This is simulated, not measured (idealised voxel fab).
You're looking at the process module voxel gate over fins.
It is cross-section cut that appears here, measuring 150 nm in width, its square cells being 5 nm in size.
How to read a cross-section here: the picture is a grid of square cells, written as bands going from the top down, and any band can span one or more rows of cells. In this notation a band is specified by the heights of its top and bottom, in that order and in nm, after which its materials appear from left to right, each paired with its width in nm. The word "edge to edge" attached to a single material means that material fills the band from edge to edge; the word "air" stands for empty space. Ref level 0: as-received wafer is one material below here. Bottom band extends down with no lower bound ("0 and below"). Note: "30->40" means the width goes from the first number (top row of the band) to the second number (bottom row) in equal steps per row of cells. What does "no modification" mean for a step? It means no cell of the cross-section changed in that step. Look at "Fully sealed voids" for the closed voids: empty spaces with no open path to the top, sized 8 cells or up. Each is width x height at distance, distance from the left edge, all nm. Text after the settings on a step's line: the simulator's own remark on that step. The optional step-line setting "overlay nm" applies to steps with a mask and quantifies how far to the right of its planned location the mask lay, a negative value indicating leftward placement.
INTENDED PROCESS STEPS
1: RECEIVE with material Si
2: CONFORMAL_DEP with material SiN, thk nm 5
3: MASKED_ETCH with tone cover, mask id FINS, width nm 15, pitch nm 60, etch materials SiN, depth nm 5, overlay nm 0
4: MASKED_ETCH with tone cover, mask id FINS, width nm 15, pitch nm 60, etch materials Si, depth nm 40, overlay nm 0
5: OXIDIZE with depth nm 5
6: FILL_DEP with material SiO2, thk nm 5
7: CMP with height nm 5
8: DIRECTIONAL_DEP with material aC, thk nm 15
9: PATTERN with tone open, mask id RAIL, material resist, width nm 15, thk nm 35, overlay nm 0
10: DIRECTIONAL_ETCH with etch materials aC, depth nm 15
11: STRIP with etch materials resist
12: DIRECTIONAL_ETCH with etch materials SiO2, depth nm 40
13: STRIP with etch materials aC
14: CONFORMAL_DEP with material TiN, thk nm 5
15: FILL_DEP with material W, thk nm 10
16: CMP with height nm 5
17: SELECTIVE_ETCH with etch materials W Ru TiN, depth nm 25
18: FILL_DEP with material SiO2, thk nm 5
19: CMP with height nm 5
20: SELECTIVE_ETCH with etch materials SiO2, depth nm 20
21: STRIP with etch materials SiN
22: CONFORMAL_DEP with material HfO2, thk nm 5
23: CONFORMAL_DEP with material TiN, thk nm 5
24: FILL_DEP with material W, thk nm 10
25: CMP with height nm 15
26: CONFORMAL_DEP with material SiCN, thk nm 5
DELIVERED WAFER IN CROSS-SECTION: STATE AFTER STEP 1
0 and below: Si edge to edge
Fully sealed voids: none
CROSS-SECTION TAKEN AT MODULE COMPLETION ON THE FIRST OF TWO WAFERS; PROCESSED PER THE PLAN
20 down to 15: SiCN edge to edge
15 down to 10: W edge to edge
10 down to 5: 30 W | 25 TiN | 35 W | 25 TiN | 35 W
5 down to 0: 30 W | 5 TiN | 15 HfO2 | 5 TiN | 35 W | 5 TiN | 15 HfO2 | 5 TiN | 35 W
0 down to -5: 30 W | 5 TiN | 5 HfO2 | 5 Si | 5 HfO2 | 5 TiN | 35 W | 5 TiN | 5 HfO2 | 5 Si | 5 HfO2 | 5 TiN | 35 W
-5 down to -10: 35 TiN | 5 HfO2 | 5 Si | 5 HfO2 | 45 TiN | 5 HfO2 | 5 Si | 5 HfO2 | 40 TiN
-10 down to -15: 40 HfO2 | 5 Si | 55 HfO2 | 5 Si | 45 HfO2
-15 down to -20: 40 SiO2 | 5 Si | 55 SiO2 | 5 Si | 45 SiO2
-20 down to -30: 40 SiO2 | 5 Si | 20 SiO2 | 5 TiN | 5 W | 5 TiN | 20 SiO2 | 5 Si | 45 SiO2
-30 down to -35: 40 SiO2 | 5 Si | 20 SiO2 | 15 TiN | 20 SiO2 | 5 Si | 45 SiO2
-35 down to -45: 40 SiO2 | 5 Si | 55 SiO2 | 5 Si | 45 SiO2
-45 and below: Si edge to edge
Fully sealed voids: none
WAFER TWO CROSS-SECTION, MODULE END. START AND PLAN UNCHANGED FROM WAFER ONE; ONE MISTAKE MADE DURING THE RUN
20 down to 15: SiCN edge to edge
15 down to 5: 20 W | 5 TiN | 35 HfO2 | 5 TiN | 15 W | 5 TiN | 35 HfO2 | 5 TiN | 25 W
5 down to 0: 25 TiN | 35 HfO2 | 25 TiN | 35 HfO2 | 30 TiN
0 down to -15: 40 HfO2 | 5 Si | 55 HfO2 | 5 Si | 45 HfO2
-15 down to -20: 40 SiO2 | 5 Si | 55 SiO2 | 5 Si | 45 SiO2
-20 down to -30: 40 SiO2 | 5 Si | 20 SiO2 | 5 TiN | 5 W | 5 TiN | 20 SiO2 | 5 Si | 45 SiO2
-30 down to -35: 40 SiO2 | 5 Si | 20 SiO2 | 15 TiN | 20 SiO2 | 5 Si | 45 SiO2
-35 down to -45: 40 SiO2 | 5 Si | 55 SiO2 | 5 Si | 45 SiO2
-45 and below: Si edge to edge
Fully sealed voids: none
It is concluded that the wafer was processed incorrectly with respect to the plan, in that step 22 ran as: CONFORMAL_DEP with material HfO2, thk nm 15
Once processing is complete, comparing cell counts shows that the second wafer has more or fewer of certain materials than the first: HfO2: 84 more; TiN: 18 fewer; W: 66 fewer
